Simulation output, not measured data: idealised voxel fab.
process module | voxel capacitor over wiring
cross-section cut | 155 nm wide | cells 5 nm
A cross-section is a grid of square cells, given in bands from the top down. A band is one or more rows of cells.
Each band's line starts with the height of the band's top and of its bottom, in nm. Then come its materials from left to right, each with its width in nm. One material with "throughout" fills the band from edge to edge. "air" is empty space.
Height 0 is the level under which the wafer as received is all one material. The lowest band goes on downwards, as in "0 down".
A width such as "30 to 40" changes by the same amount from each row of cells to the next, from the band's top row to its bottom row.
"no change" after a step means that no cell of the cross-section changed.
closed voids: empty space of 8 cells or more with no open way to the top, each as width x height at its distance from the left edge, in nm
after a step's settings: what the simulator itself notes on the step
overlay nm, on a step with a mask: how far to the right of its planned place the mask lay; to the left if negative
plan
1 op RECEIVE | material Si
2 op CONFORMAL_DEP | material SiO2 | thk nm 15
3 op DIRECTIONAL_DEP | material TiN | thk nm 5
4 op DIRECTIONAL_DEP | material Ru | thk nm 15
5 op DIRECTIONAL_DEP | material aC | thk nm 15
6 op PATTERN | tone cover | mask id METAL_1 | material resist | width nm 25 | pitch nm 95 | thk nm 35 | overlay nm 0
7 op DIRECTIONAL_ETCH | etch materials aC | depth nm 15
8 op STRIP | etch materials resist
9 op DIRECTIONAL_ETCH | etch materials Ru | depth nm 15
10 op DIRECTIONAL_ETCH | etch materials TiN | depth nm 5
11 op STRIP | etch materials aC
12 op CONFORMAL_DEP | material SiCN | thk nm 5
13 op FILL_DEP | material lowk | thk nm 10
14 op CMP | height nm 35
15 op CONFORMAL_DEP | material SiCN | thk nm 5
16 op DIRECTIONAL_DEP | material SiO2 | thk nm 20
17 op DIRECTIONAL_DEP | material aC | thk nm 10
18 op PATTERN | tone open | mask id PLUG_1 | material resist | width nm 15 | thk nm 25 | overlay nm 0
19 op DIRECTIONAL_ETCH | etch materials aC | depth nm 10
20 op STRIP | etch materials resist
21 op DIRECTIONAL_ETCH | etch materials SiO2 | depth nm 20
22 op DIRECTIONAL_ETCH | etch materials SiCN | depth nm 5
23 op STRIP | etch materials aC
24 op EPI | material Ru | thk nm 10
25 op EPI | material Ru | thk nm 10
26 op EPI | material Ru | thk nm 5
27 op DIRECTIONAL_DEP | material TiN | thk nm 10
28 op DIRECTIONAL_DEP | material Al2O3 | thk nm 5
29 op DIRECTIONAL_DEP | material TiN | thk nm 10
30 op PATTERN | tone cover | mask id UPPER_PLATE | material resist | width nm 75 | thk nm 15 | overlay nm 0
31 op DIRECTIONAL_ETCH | etch materials TiN | depth nm 10
32 op DIRECTIONAL_ETCH | etch materials Al2O3 | depth nm 5
33 op STRIP | etch materials resist
34 op DIRECTIONAL_DEP | material aC | thk nm 10
35 op PATTERN | tone cover | mask id LOWER_PLATE | material resist | width nm 85 | thk nm 30 | overlay nm 0
36 op DIRECTIONAL_ETCH | etch materials aC | depth nm 10
37 op STRIP | etch materials resist
38 op DIRECTIONAL_ETCH | etch materials TiN | depth nm 10
39 op STRIP | etch materials aC
40 op FILL_DEP | material SiO2 | thk nm 15
41 op CMP | height nm 95
42 op MASKED_ETCH | tone open | mask id PLUG_2 | width nm 15 | etch materials SiO2 | depth nm 10 | overlay nm 0
43 op CONFORMAL_DEP | material TiN | thk nm 5
44 op FILL_DEP | material W | thk nm 5
45 op CMP | height nm 95
46 op CONFORMAL_DEP | material SiCN | thk nm 5
first wafer, as planned
as received, after step 1
  0 down: Si throughout
  closed voids: none
after step 2
  15 to 0: SiO2 throughout
  below 0: unchanged
after step 3
  20 to 15: TiN throughout
  below 15: unchanged
after step 4
  35 to 20: Ru throughout
  below 20: unchanged
after step 5
  50 to 35: aC throughout
  below 35: unchanged
after step 6
  85 to 50: air 15 | resist 25 | air 70 | resist 25 | air 20
  below 50: unchanged
after step 7
  70 to 50: air 15 | resist 25 | air 70 | resist 25 | air 20
  50 to 35: air 15 | aC 25 | air 70 | aC 25 | air 20
  below 35: unchanged
after step 8
  50 to 35: air 15 | aC 25 | air 70 | aC 25 | air 20
  below 35: unchanged
after step 9
  50 to 35: air 15 | aC 25 | air 70 | aC 25 | air 20
  35 to 20: air 15 | Ru 25 | air 70 | Ru 25 | air 20
  below 20: unchanged
after step 10
  50 to 35: air 15 | aC 25 | air 70 | aC 25 | air 20
  35 to 20: air 15 | Ru 25 | air 70 | Ru 25 | air 20
  20 to 15: air 15 | TiN 25 | air 70 | TiN 25 | air 20
  below 15: unchanged
after step 11
  35 to 20: air 15 | Ru 25 | air 70 | Ru 25 | air 20
  below 20: unchanged
after step 12
  40 to 35: air 10 | SiCN 35 | air 60 | SiCN 35 | air 15
  35 to 20: air 10 | SiCN 5 | Ru 25 | SiCN 5 | air 60 | SiCN 5 | Ru 25 | SiCN 5 | air 15
  20 to 15: SiCN 15 | TiN 25 | SiCN 70 | TiN 25 | SiCN 20
  below 15: unchanged
after step 13
  50 to 40: lowk throughout
  40 to 35: lowk 10 | SiCN 35 | lowk 60 | SiCN 35 | lowk 15
  35 to 20: lowk 10 | SiCN 5 | Ru 25 | SiCN 5 | lowk 60 | SiCN 5 | Ru 25 | SiCN 5 | lowk 15
  below 20: unchanged
after step 14
  35 to 20: lowk 10 | SiCN 5 | Ru 25 | SiCN 5 | lowk 60 | SiCN 5 | Ru 25 | SiCN 5 | lowk 15
  below 20: unchanged
after step 15
  40 to 35: SiCN throughout
  below 35: unchanged
after step 16
  60 to 40: SiO2 throughout
  below 40: unchanged
after step 17
  70 to 60: aC throughout
  below 60: unchanged
after step 18
  95 to 70: resist 25 | air 15 | resist 115
  below 70: unchanged
after step 19
  85 to 70: resist 25 | air 15 | resist 115
  70 to 60: aC 25 | air 15 | aC 115
  below 60: unchanged
after step 20
  70 to 60: aC 25 | air 15 | aC 115
  below 60: unchanged
after step 21
  70 to 60: aC 25 | air 15 | aC 115
  60 to 40: SiO2 25 | air 15 | SiO2 115
  below 40: unchanged
after step 22
  70 to 60: aC 25 | air 15 | aC 115
  60 to 40: SiO2 25 | air 15 | SiO2 115
  40 to 35: SiCN 25 | air 15 | SiCN 115
  below 35: unchanged
after step 23
  60 to 40: SiO2 25 | air 15 | SiO2 115
  below 40: unchanged
after step 24
  60 to 45: SiO2 25 | air 15 | SiO2 115
  45 to 40: SiO2 25 | Ru 15 | SiO2 115
  40 to 35: SiCN 25 | Ru 15 | SiCN 115
  below 35: unchanged
after step 25
  60 to 55: SiO2 25 | air 15 | SiO2 115
  55 to 40: SiO2 25 | Ru 15 | SiO2 115
  below 40: unchanged
after step 26
  60 to 40: SiO2 25 | Ru 15 | SiO2 115
  below 40: unchanged
after step 27
  70 to 60: TiN throughout
  below 60: unchanged
after step 28
  75 to 70: Al2O3 throughout
  below 70: unchanged
after step 29
  85 to 75: TiN throughout
  below 75: unchanged
after step 30
  100 to 85: air 25 | resist 75 | air 55
  below 85: unchanged
after step 31
  100 to 85: air 25 | resist 75 | air 55
  85 to 75: air 25 | TiN 75 | air 55
  below 75: unchanged
after step 32
  100 to 85: air 25 | resist 75 | air 55
  85 to 75: air 25 | TiN 75 | air 55
  75 to 70: air 25 | Al2O3 75 | air 55
  below 70: unchanged
after step 33
  85 to 75: air 25 | TiN 75 | air 55
  below 75: unchanged
after step 34
  95 to 85: air 25 | aC 75 | air 55
  85 to 80: air 25 | TiN 75 | air 55
  80 to 75: aC 25 | TiN 75 | aC 55
  75 to 70: aC 25 | Al2O3 75 | aC 55
  below 70: unchanged
after step 35
  125 to 95: air 20 | resist 85 | air 50
  95 to 85: air 20 | resist 5 | aC 75 | resist 5 | air 50
  85 to 80: air 20 | resist 5 | TiN 75 | resist 5 | air 50
  below 80: unchanged
after step 36
  115 to 95: air 20 | resist 85 | air 50
  95 to 85: air 20 | resist 5 | aC 75 | resist 5 | air 50
  85 to 80: air 20 | resist 5 | TiN 75 | resist 5 | air 50
  80 to 75: air 20 | aC 5 | TiN 75 | aC 5 | air 50
  75 to 70: air 20 | aC 5 | Al2O3 75 | aC 5 | air 50
  below 70: unchanged
after step 37
  95 to 85: air 25 | aC 75 | air 55
  85 to 80: air 25 | TiN 75 | air 55
  below 80: unchanged
after step 38
  95 to 85: air 25 | aC 75 | air 55
  85 to 80: air 25 | TiN 75 | air 55
  80 to 75: air 20 | aC 5 | TiN 75 | aC 5 | air 50
  75 to 70: air 20 | aC 5 | Al2O3 75 | aC 5 | air 50
  70 to 60: air 20 | TiN 85 | air 50
  below 60: unchanged
after step 39
  85 to 75: air 25 | TiN 75 | air 55
  75 to 70: air 25 | Al2O3 75 | air 55
  below 70: unchanged
after step 40
  100 to 85: SiO2 throughout
  85 to 75: SiO2 25 | TiN 75 | SiO2 55
  75 to 70: SiO2 25 | Al2O3 75 | SiO2 55
  70 to 60: SiO2 20 | TiN 85 | SiO2 50
  below 60: unchanged
after step 41
  95 to 85: SiO2 throughout
  below 85: unchanged
after step 42
  95 to 85: SiO2 35 | air 15 | SiO2 105
  below 85: unchanged
after step 43
  100 to 95: TiN 40 | air 5 | TiN 110
  95 to 90: SiO2 35 | TiN 5 | air 5 | TiN 5 | SiO2 105
  90 to 85: SiO2 35 | TiN 15 | SiO2 105
  below 85: unchanged
after step 44
  105 to 100: W throughout
  100 to 95: TiN 40 | W 5 | TiN 110
  95 to 90: SiO2 35 | TiN 5 | W 5 | TiN 5 | SiO2 105
  below 90: unchanged
after step 45
  95 to 90: SiO2 35 | TiN 5 | W 5 | TiN 5 | SiO2 105
  below 90: unchanged
after step 46
  100 to 95: SiCN throughout
  below 95: unchanged
second wafer: like start, like plan, one mistake. Through step 29 it matches the first wafer
when step 30 should have ended
  100 to 85: air 30 | resist 70 | air 55
  below 85: unchanged
when step 31 should have ended
  100 to 85: air 30 | resist 70 | air 55
  85 to 75: air 30 | TiN 70 | air 55
  below 75: unchanged
when step 32 should have ended
  100 to 85: air 30 | resist 70 | air 55
  85 to 75: air 30 | TiN 70 | air 55
  75 to 70: air 30 | Al2O3 70 | air 55
  below 70: unchanged
when step 33 should have ended
  85 to 75: air 30 | TiN 70 | air 55
  below 75: unchanged
when step 34 should have ended
  95 to 85: air 30 | aC 70 | air 55
  85 to 80: air 30 | TiN 70 | air 55
  80 to 75: aC 30 | TiN 70 | aC 55
  75 to 70: aC 30 | Al2O3 70 | aC 55
  below 70: unchanged
when step 35 should have ended
  125 to 95: air 20 | resist 85 | air 50
  95 to 85: air 20 | resist 10 | aC 70 | resist 5 | air 50
  85 to 80: air 20 | resist 10 | TiN 70 | resist 5 | air 50
  below 80: unchanged
when step 36 should have ended
  115 to 95: air 20 | resist 85 | air 50
  95 to 85: air 20 | resist 10 | aC 70 | resist 5 | air 50
  85 to 80: air 20 | resist 10 | TiN 70 | resist 5 | air 50
  80 to 75: air 20 | aC 10 | TiN 70 | aC 5 | air 50
  75 to 70: air 20 | aC 10 | Al2O3 70 | aC 5 | air 50
  below 70: unchanged
when step 37 should have ended
  95 to 85: air 30 | aC 70 | air 55
  85 to 80: air 30 | TiN 70 | air 55
  below 80: unchanged
when step 38 should have ended
  95 to 85: air 30 | aC 70 | air 55
  85 to 80: air 30 | TiN 70 | air 55
  80 to 75: air 20 | aC 10 | TiN 70 | aC 5 | air 50
  75 to 70: air 20 | aC 10 | Al2O3 70 | aC 5 | air 50
  70 to 60: air 20 | TiN 85 | air 50
  below 60: unchanged
when step 39 should have ended
  85 to 75: air 30 | TiN 70 | air 55
  75 to 70: air 30 | Al2O3 70 | air 55
  below 70: unchanged
when step 40 should have ended
  100 to 85: SiO2 throughout
  85 to 75: SiO2 30 | TiN 70 | SiO2 55
  75 to 70: SiO2 30 | Al2O3 70 | SiO2 55
  70 to 60: SiO2 20 | TiN 85 | SiO2 50
  below 60: unchanged
when step 41 should have ended
  95 to 85: SiO2 throughout
  below 85: unchanged
when step 42 should have ended
  95 to 85: SiO2 35 | air 15 | SiO2 105
  below 85: unchanged
when step 43 should have ended
  100 to 95: TiN 40 | air 5 | TiN 110
  95 to 90: SiO2 35 | TiN 5 | air 5 | TiN 5 | SiO2 105
  90 to 85: SiO2 35 | TiN 15 | SiO2 105
  below 85: unchanged
when step 44 should have ended
  105 to 100: W throughout
  100 to 95: TiN 40 | W 5 | TiN 110
  95 to 90: SiO2 35 | TiN 5 | W 5 | TiN 5 | SiO2 105
  below 90: unchanged
when step 45 should have ended
  95 to 90: SiO2 35 | TiN 5 | W 5 | TiN 5 | SiO2 105
  below 90: unchanged
when step 46 should have ended
  100 to 95: SiCN throughout
  below 95: unchanged
what went wrong: step 30 ran as: op PATTERN | tone cover | mask id UPPER_PLATE | material resist | width nm 70 | thk nm 15 | overlay nm 0
at the end the second wafer has, in cells: 1 fewer of Al2O3 | 3 more of SiO2 | 2 fewer of TiN
